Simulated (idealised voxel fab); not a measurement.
process module | voxel wiring stack
cross-section cut | 200 nm wide | cells 5 nm
A cross-section is a grid of square cells, given in bands from the top down. A band is one or more rows of cells.
Each band's line starts with the height of the band's top and of its bottom, in nm. Then come its materials from left to right, each with its width in nm. One material with "throughout" fills the band from edge to edge. "air" is empty space.
Height 0 is the level under which the wafer as received is all one material. The lowest band goes on downwards, as in "0 down".
A width such as "30 to 40" changes by the same amount from each row of cells to the next, from the band's top row to its bottom row.
"no change" after a step means that no cell of the cross-section changed.
closed voids: empty space of 8 cells or more with no open way to the top, each as width x height at its distance from the left edge, in nm
after a step's settings: what the simulator itself notes on the step
overlay nm, on a step with a mask: how far to the right of its planned place the mask lay; to the left if negative
plan
1 op RECEIVE | material Si
2 op CONFORMAL_DEP | material SiO2 | thk nm 15
3 op DIRECTIONAL_DEP | material TiN | thk nm 5
4 op DIRECTIONAL_DEP | material W | thk nm 25
5 op PATTERN | tone cover | mask id METAL_1 | material resist | width nm 25 | pitch nm 55 | thk nm 20 | overlay nm 0
6 op DIRECTIONAL_ETCH | etch materials W | depth nm 25
7 op DIRECTIONAL_ETCH | etch materials TiN | depth nm 5
8 op STRIP | etch materials resist
9 op CONFORMAL_DEP | material SiCN | thk nm 5
10 op FILL_DEP | material lowk | thk nm 5
11 op CMP | height nm 45
12 op CONFORMAL_DEP | material SiCN | thk nm 5
13 op DIRECTIONAL_DEP | material lowk | thk nm 20
14 op DIRECTIONAL_DEP | material aC | thk nm 15
15 op PATTERN | tone open | mask id PLUG_1 | material resist | width nm 15 | thk nm 30 | overlay nm 0
16 op DIRECTIONAL_ETCH | etch materials aC | depth nm 15
17 op STRIP | etch materials resist
18 op DIRECTIONAL_ETCH | etch materials lowk | depth nm 20
19 op DIRECTIONAL_ETCH | etch materials SiCN | depth nm 5
20 op STRIP | etch materials aC
21 op EPI | material Ru | thk nm 10
22 op EPI | material Ru | thk nm 10
23 op EPI | material Ru | thk nm 5
24 op DIRECTIONAL_DEP | material TiN | thk nm 5
25 op DIRECTIONAL_DEP | material Ru | thk nm 20
26 op DIRECTIONAL_DEP | material aC | thk nm 15
27 op PATTERN | tone cover | mask id METAL_2 | material resist | width nm 25 | pitch nm 55 | thk nm 30 | overlay nm 0
28 op DIRECTIONAL_ETCH | etch materials aC | depth nm 15
29 op STRIP | etch materials resist
30 op DIRECTIONAL_ETCH | etch materials Ru | depth nm 20
31 op DIRECTIONAL_ETCH | etch materials TiN | depth nm 5
32 op STRIP | etch materials aC
33 op CONFORMAL_DEP | material SiN | thk nm 5
34 op FILL_DEP | material SiO2 | thk nm 10
35 op CMP | height nm 95
36 op CONFORMAL_DEP | material SiCN | thk nm 5
37 op DIRECTIONAL_DEP | material lowk | thk nm 10
38 op DIRECTIONAL_DEP | material aC | thk nm 10
39 op PATTERN | tone open | mask id PLUG_2 | material resist | width nm 15 | pitch nm 55 | thk nm 25 | overlay nm 0
40 op DIRECTIONAL_ETCH | etch materials aC | depth nm 10
41 op STRIP | etch materials resist
42 op DIRECTIONAL_ETCH | etch materials lowk | depth nm 10
43 op DIRECTIONAL_ETCH | etch materials SiCN | depth nm 5
44 op STRIP | etch materials aC
45 op CONFORMAL_DEP | material TiN | thk nm 5
46 op FILL_DEP | material Ru | thk nm 10
47 op CMP | height nm 110
48 op CONFORMAL_DEP | material SiN | thk nm 5
49 op DIRECTIONAL_DEP | material SiO2 | thk nm 15
50 op PATTERN | tone open | mask id METAL_3 | material resist | width nm 25 | pitch nm 55 | thk nm 20 | overlay nm 0
51 op DIRECTIONAL_ETCH | etch materials SiO2 | depth nm 25
52 op DIRECTIONAL_ETCH | etch materials SiN | depth nm 5
53 op STRIP | etch materials resist
54 op CONFORMAL_DEP | material TiN | thk nm 5
55 op FILL_DEP | material Cu | thk nm 10
56 op CMP | height nm 140
57 op CONFORMAL_DEP | material SiCN | thk nm 5
varied across the wafers: thk nm of step 49. The plan shows the first wafer's value. All wafers start alike
first wafer as received, after step 1
  0 down: Si throughout
  closed voids: none
first wafer at the end, after step 57
  145 to 140: SiCN throughout
  140 to 135: Cu throughout
  135 to 130: TiN 65 | Cu 15 | TiN 40 | Cu 15 | TiN 65
  130 to 115: SiO2 60 | TiN 5 | Cu 15 | TiN 5 | SiO2 30 | TiN 5 | Cu 15 | TiN 5 | SiO2 60
  115 to 110: SiN 60 | TiN 25 | SiN 30 | TiN 25 | SiN 60
  110 to 100: lowk 60 | TiN 5 | Ru 5 | TiN 5 | lowk 40 | TiN 5 | Ru 5 | TiN 5 | lowk 70
  100 to 95: SiCN 60 | TiN 15 | SiCN 40 | TiN 15 | SiCN 70
  95 to 75: SiO2 55 | SiN 5 | Ru 25 | SiN 5 | SiO2 20 | SiN 5 | Ru 25 | SiN 5 | SiO2 55
  75 to 70: SiN 60 | TiN 25 | SiN 30 | TiN 25 | SiN 60
  70 to 50: lowk 60 | Ru 15 | lowk 125
  50 to 45: SiCN 60 | Ru 15 | SiCN 125
  45 to 20: lowk 55 | SiCN 5 | W 25 | SiCN 5 | lowk 20 | SiCN 5 | W 25 | SiCN 5 | lowk 55
  20 to 15: SiCN 60 | TiN 25 | SiCN 30 | TiN 25 | SiCN 60
  15 to 0: SiO2 throughout
  0 down: Si throughout
  closed voids: none
last wafer at the end
  145 to 140: SiCN throughout
  140 to 135: SiO2 60 | TiN 5 | Cu 15 | TiN 5 | SiO2 30 | TiN 5 | Cu 15 | TiN 5 | SiO2 60
  135 to 130: SiO2 60 | TiN 25 | SiO2 30 | TiN 25 | SiO2 60
  130 to 115: SiO2 throughout
  115 to 110: SiN throughout
  110 to 100: lowk 60 | TiN 5 | Ru 5 | TiN 5 | lowk 40 | TiN 5 | Ru 5 | TiN 5 | lowk 70
  100 to 95: SiCN 60 | TiN 15 | SiCN 40 | TiN 15 | SiCN 70
  95 to 75: SiO2 55 | SiN 5 | Ru 25 | SiN 5 | SiO2 20 | SiN 5 | Ru 25 | SiN 5 | SiO2 55
  75 to 70: SiN 60 | TiN 25 | SiN 30 | TiN 25 | SiN 60
  70 to 50: lowk 60 | Ru 15 | lowk 125
  50 to 45: SiCN 60 | Ru 15 | SiCN 125
  45 to 20: lowk 55 | SiCN 5 | W 25 | SiCN 5 | lowk 20 | SiCN 5 | W 25 | SiCN 5 | lowk 55
  20 to 15: SiCN 60 | TiN 25 | SiCN 30 | TiN 25 | SiCN 60
  15 to 0: SiO2 throughout
  0 down: Si throughout
  closed voids: none
each wafer at the end: cells of each material gained (+) or lost (-) since it was received, then its closed voids
thk nm 15 | +64 Cu | +59 Ru | +161 SiCN | +76 SiN | +314 SiO2 | +90 TiN | +50 W | +346 lowk | closed voids: none
thk nm 20 | +30 Cu | +59 Ru | +161 SiCN | +76 SiN | +344 SiO2 | +94 TiN | +50 W | +346 lowk | closed voids: none
thk nm 25 | +30 Cu | +59 Ru | +161 SiCN | +76 SiN | +374 SiO2 | +64 TiN | +50 W | +346 lowk | closed voids: none
thk nm 30 | +18 Cu | +59 Ru | +161 SiCN | +86 SiN | +384 SiO2 | +56 TiN | +50 W | +346 lowk | closed voids: none
thk nm 35 | +12 Cu | +59 Ru | +161 SiCN | +86 SiN | +394 SiO2 | +52 TiN | +50 W | +346 lowk | closed voids: none
thk nm 40 | +6 Cu | +59 Ru | +161 SiCN | +86 SiN | +404 SiO2 | +48 TiN | +50 W | +346 lowk | closed voids: none
